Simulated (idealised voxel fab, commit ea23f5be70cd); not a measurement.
process module | voxel spacer lines
Each square cell in cross-section cut measures 5 nm, and the section as a whole is 225 nm wide.
If you're reading a cross-section in this doc, picture square cells in a grid; it comes to you as bands, top ones listed first down to the bottom, and a band can be one or more rows of cells.
The entry gives the band's vertical extent as a top height and a bottom height in nm, then its horizontal make-up as materials from left to right, each with a width in nm. "blank" stands for empty space; a single material marked "all across" fills the band edge to edge.
Height reference: 0 = level under which incoming wafer is all one material. Lowest band: no bottom, runs on downward, e.g. "0 -> down".
Width spec "30 to 40" -> top row of cells at first value, bottom row at second value, equal per-row change in between.
Any step labelled "all unchanged" changed none of the cells in the cross-section.
Fully sealed voids: empty space of 8 cells or more with no open way to the top, each as width x height at its distance from the left edge, in nm
Note: text after step settings on the step line = simulator remark on that step.
When a step includes a mask, the "overlay nm" setting on its line states how far to the right of its planned place that mask lay, and negative values state how far to the left.
Listed below are the process steps as planned
| 1 | RECEIVE,material Si |
| 2 | CONFORMAL_DEP,material Al2O3,thk nm 10 |
| 3 | DIRECTIONAL_DEP,material TiN,thk nm 10 |
| 4 | DIRECTIONAL_DEP,material aC,thk nm 25 |
| 5 | PATTERN,tone cover,mask id MANDREL,material resist,width nm 25,pitch nm 70,thk nm 35,overlay nm 0 |
| 6 | DIRECTIONAL_ETCH,etch materials aC,depth nm 25 |
| 7 | STRIP,etch materials resist |
| 8 | CONFORMAL_DEP,material SiO2,thk nm 10 |
| 9 | DIRECTIONAL_ETCH,etch materials SiO2,depth nm 10 |
| 10 | STRIP,etch materials aC |
| 11 | DIRECTIONAL_ETCH,etch materials TiN,depth nm 10 |
| 12 | STRIP,etch materials SiO2 |
| 13 | FILL_DEP,material lowk,thk nm 10 |
| 14 | CMP,height nm 20 |
As-received state of the wafer in cross-section, equivalent to post-step 1
    0 -> down: Si all across
    Fully sealed voids: none
Cross-section, first of two wafers, end of module, run as planned
    20 -> 10: lowk=20; TiN=10; lowk=25; TiN=10; lowk=25; TiN=10; lowk=25; TiN=10; lowk=25; TiN=10; lowk=25; TiN=10; lowk=20
    10 -> 0: Al2O3 all across
    0 -> down: Si all across
    Fully sealed voids: none
Second of two wafers, module complete, sectioned: it shares the first wafer's start and plan but was run with one mistake
    20 -> 10: lowk=30; TiN=10; lowk=5; TiN=10; lowk=45; TiN=10; lowk=5; TiN=10; lowk=45; TiN=10; lowk=5; TiN=10; lowk=30
    10 -> 0: Al2O3 all across
    0 -> down: Si all across
    Fully sealed voids: none
Against the plan, the run slipped here: step 5, actual vs plan mismatch, actual run PATTERN,tone open,mask id MANDREL,material resist,width nm 25,pitch nm 70,thk nm 35,overlay nm 0
Both wafers, final: cells per material equal; arrangement not.
